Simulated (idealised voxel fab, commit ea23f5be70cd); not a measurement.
Process module under the name voxel air gaps
We display cut, a cross-section 215 nm in width whose square cells are each 5 nm.
Bands, listed from the top down, are how a cross-section gets written in this document; the cross-section itself is a grid of square cells, and a band is one or more rows of them. Basically the band line says how high the top is and how high the bottom is, in nm, and then what's in it from left to right, every material with its width in nm. Empty space shows up as "air", and if a single material carries "throughout" it runs the full band edge to edge. Counting heights begins at 0, where everything beneath is, in the wafer as received, one material. The lowest band has no bottom; it goes on downwards, as "0 and below" shows. When a width is written as two numbers, as in "30..40", the first number is the width in the top row of cells of the band and the second is the width in its bottom row, and the width changes by the same amount from each row to the next. No cell of the cross-section changed in a step that is given as "no modification". If an empty space has no open way to the top and is at least 8 cells in size, "Unvented internal voids" lists it, written width x height at distance, where distance is measured from the left edge and every value is in nm. If you see something after the settings on a step's line, that's the simulator's own remark about that step. Among the settings permitted on a step's line is "overlay nm"; applied to a step with a mask, it specifies the extent to which the mask lay to the right of its planned position, whereas a negative figure signifies a position to the left.
**Here's what the planned process steps look like**
1 RECEIVE (material Si)
2 CONFORMAL_DEP (material SiO2; thk nm 15)
3 CONFORMAL_DEP (material SiN; thk nm 5)
4 DIRECTIONAL_DEP (material SiO2; thk nm 40)
5 MASKED_ETCH (tone open; mask id LINES; width nm 25; pitch nm 55; etch materials SiO2; depth nm 40; overlay nm 0)
6 CONFORMAL_DEP (material TiN; thk nm 5)
7 FILL_DEP (material Cu; thk nm 5)
8 CMP (height nm 60)
9 EPI (material Ru; thk nm 10)
10 SELECTIVE_ETCH (etch materials SiO2; depth nm 50)
11 CONFORMAL_DEP (material SiCN; thk nm 5)
**First wafer out of two, processed as planned**
**This is the cross-section of the wafer as we received it, i.e. after step 1**
  0 and below | Si throughout
  Unvented internal voids: none
**Wafer after step 2 (cross-section)**
  15 down to 0 | SiO2 throughout
  Whatever lies below 0 is exactly as it was before.
**Wafer after step 3 (cross-section)**
  20 down to 15 | SiN throughout
  Whatever lies below 15 is exactly as it was before.
**Wafer after step 4 (cross-section)**
  60 down to 20 | SiO2 throughout
  Whatever lies below 20 is exactly as it was before.
**Wafer after step 5 (cross-section)**
  60 down to 20 | 40 nm SiO2  25 nm air  30 nm SiO2  25 nm air  30 nm SiO2  25 nm air  40 nm SiO2
  Whatever lies below 20 is exactly as it was before.
**Wafer after step 6 (cross-section)**
  65 down to 60 | 45 nm TiN  15 nm air  40 nm TiN  15 nm air  40 nm TiN  15 nm air  45 nm TiN
  60 down to 25 | 40 nm SiO2  5 nm TiN  15 nm air  5 nm TiN  30 nm SiO2  5 nm TiN  15 nm air  5 nm TiN  30 nm SiO2  5 nm TiN  15 nm air  5 nm TiN  40 nm SiO2
  25 down to 20 | 40 nm SiO2  25 nm TiN  30 nm SiO2  25 nm TiN  30 nm SiO2  25 nm TiN  40 nm SiO2
  Whatever lies below 20 is exactly as it was before.
**Wafer after step 7 (cross-section)**
  70 down to 65 | Cu throughout
  65 down to 60 | 45 nm TiN  15 nm Cu  40 nm TiN  15 nm Cu  40 nm TiN  15 nm Cu  45 nm TiN
  60 down to 25 | 40 nm SiO2  5 nm TiN  15 nm Cu  5 nm TiN  30 nm SiO2  5 nm TiN  15 nm Cu  5 nm TiN  30 nm SiO2  5 nm TiN  15 nm Cu  5 nm TiN  40 nm SiO2
  Whatever lies below 25 is exactly as it was before.
**Wafer after step 8 (cross-section)**
  60 down to 25 | 40 nm SiO2  5 nm TiN  15 nm Cu  5 nm TiN  30 nm SiO2  5 nm TiN  15 nm Cu  5 nm TiN  30 nm SiO2  5 nm TiN  15 nm Cu  5 nm TiN  40 nm SiO2
  Whatever lies below 25 is exactly as it was before.
**Wafer after step 9 (cross-section)**
  70 down to 60 | 30 nm air  45 nm Ru  10 nm air  45 nm Ru  10 nm air  45 nm Ru  30 nm air
  Whatever lies below 60 is exactly as it was before.
**Wafer after step 10 (cross-section)**
  70 down to 60 | 30 nm air  45 nm Ru  10 nm air  45 nm Ru  10 nm air  45 nm Ru  30 nm air
  60 down to 25 | 40 nm air  5 nm TiN  15 nm Cu  5 nm TiN  30 nm air  5 nm TiN  15 nm Cu  5 nm TiN  30 nm air  5 nm TiN  15 nm Cu  5 nm TiN  40 nm air
  25 down to 20 | 40 nm air  25 nm TiN  30 nm air  25 nm TiN  30 nm air  25 nm TiN  40 nm air
  Whatever lies below 20 is exactly as it was before.
**Wafer after step 11 (cross-section)**
  75 down to 70 | 25 nm air  165 nm SiCN  25 nm air
  70 down to 60 | 25 nm air  5 nm SiCN  45 nm Ru  10 nm SiCN  45 nm Ru  10 nm SiCN  45 nm Ru  5 nm SiCN  25 nm air
  60 down to 55 | 25 nm air  15 nm SiCN  5 nm TiN  15 nm Cu  5 nm TiN  30 nm SiCN  5 nm TiN  15 nm Cu  5 nm TiN  30 nm SiCN  5 nm TiN  15 nm Cu  5 nm TiN  15 nm SiCN  25 nm air
  55 down to 25 | 35 nm air  5 nm SiCN  5 nm TiN  15 nm Cu  5 nm TiN  5 nm SiCN  20 nm air  5 nm SiCN  5 nm TiN  15 nm Cu  5 nm TiN  5 nm SiCN  20 nm air  5 nm SiCN  5 nm TiN  15 nm Cu  5 nm TiN  5 nm SiCN  35 nm air
  25 down to 20 | 40 nm SiCN  25 nm TiN  30 nm SiCN  25 nm TiN  30 nm SiCN  25 nm TiN  40 nm SiCN
  Whatever lies below 20 is exactly as it was before.
  Unvented internal voids: 20 x 30 at 70; 20 x 30 at 125
**For the second wafer, take the first wafer's start and plan, then add one mistake made in running it; everything through step 4, that step included, is shared with the first**
**The second wafer in cross-section, at the planned close of step 5**
  60 down to 20 | 35 nm SiO2  25 nm air  30 nm SiO2  25 nm air  30 nm SiO2  25 nm air  45 nm SiO2
  Whatever lies below 20 is exactly as it was before.
**The second wafer in cross-section, at the planned close of step 6**
  65 down to 60 | 40 nm TiN  15 nm air  40 nm TiN  15 nm air  40 nm TiN  15 nm air  50 nm TiN
  60 down to 25 | 35 nm SiO2  5 nm TiN  15 nm air  5 nm TiN  30 nm SiO2  5 nm TiN  15 nm air  5 nm TiN  30 nm SiO2  5 nm TiN  15 nm air  5 nm TiN  45 nm SiO2
  25 down to 20 | 35 nm SiO2  25 nm TiN  30 nm SiO2  25 nm TiN  30 nm SiO2  25 nm TiN  45 nm SiO2
  Whatever lies below 20 is exactly as it was before.
**The second wafer in cross-section, at the planned close of step 7**
  70 down to 65 | Cu throughout
  65 down to 60 | 40 nm TiN  15 nm Cu  40 nm TiN  15 nm Cu  40 nm TiN  15 nm Cu  50 nm TiN
  60 down to 25 | 35 nm SiO2  5 nm TiN  15 nm Cu  5 nm TiN  30 nm SiO2  5 nm TiN  15 nm Cu  5 nm TiN  30 nm SiO2  5 nm TiN  15 nm Cu  5 nm TiN  45 nm SiO2
  Whatever lies below 25 is exactly as it was before.
**The second wafer in cross-section, at the planned close of step 8**
  60 down to 25 | 35 nm SiO2  5 nm TiN  15 nm Cu  5 nm TiN  30 nm SiO2  5 nm TiN  15 nm Cu  5 nm TiN  30 nm SiO2  5 nm TiN  15 nm Cu  5 nm TiN  45 nm SiO2
  Whatever lies below 25 is exactly as it was before.
**The second wafer in cross-section, at the planned close of step 9**
  70 down to 60 | 25 nm air  45 nm Ru  10 nm air  45 nm Ru  10 nm air  45 nm Ru  35 nm air
  Whatever lies below 60 is exactly as it was before.
**The second wafer in cross-section, at the planned close of step 10**
  70 down to 60 | 25 nm air  45 nm Ru  10 nm air  45 nm Ru  10 nm air  45 nm Ru  35 nm air
  60 down to 25 | 35 nm air  5 nm TiN  15 nm Cu  5 nm TiN  30 nm air  5 nm TiN  15 nm Cu  5 nm TiN  30 nm air  5 nm TiN  15 nm Cu  5 nm TiN  45 nm air
  25 down to 20 | 35 nm air  25 nm TiN  30 nm air  25 nm TiN  30 nm air  25 nm TiN  45 nm air
  Whatever lies below 20 is exactly as it was before.
**The second wafer in cross-section, at the planned close of step 11**
  75 down to 70 | 20 nm air  165 nm SiCN  30 nm air
  70 down to 60 | 20 nm air  5 nm SiCN  45 nm Ru  10 nm SiCN  45 nm Ru  10 nm SiCN  45 nm Ru  5 nm SiCN  30 nm air
  60 down to 55 | 20 nm air  15 nm SiCN  5 nm TiN  15 nm Cu  5 nm TiN  30 nm SiCN  5 nm TiN  15 nm Cu  5 nm TiN  30 nm SiCN  5 nm TiN  15 nm Cu  5 nm TiN  15 nm SiCN  30 nm air
  55 down to 25 | 30 nm air  5 nm SiCN  5 nm TiN  15 nm Cu  5 nm TiN  5 nm SiCN  20 nm air  5 nm SiCN  5 nm TiN  15 nm Cu  5 nm TiN  5 nm SiCN  20 nm air  5 nm SiCN  5 nm TiN  15 nm Cu  5 nm TiN  5 nm SiCN  40 nm air
  25 down to 20 | 35 nm SiCN  25 nm TiN  30 nm SiCN  25 nm TiN  30 nm SiCN  25 nm TiN  45 nm SiCN
  Whatever lies below 20 is exactly as it was before.
  Unvented internal voids: 20 x 30 at 65; 20 x 30 at 120
Here's what went sideways: step 5 ran as: MASKED_ETCH (tone open; mask id LINES; width nm 25; pitch nm 55; etch materials SiO2; depth nm 40; overlay nm -5)
If you tally the cells, the second wafer ends up with the same amount of every material as the first; it's all just sitting in different places.
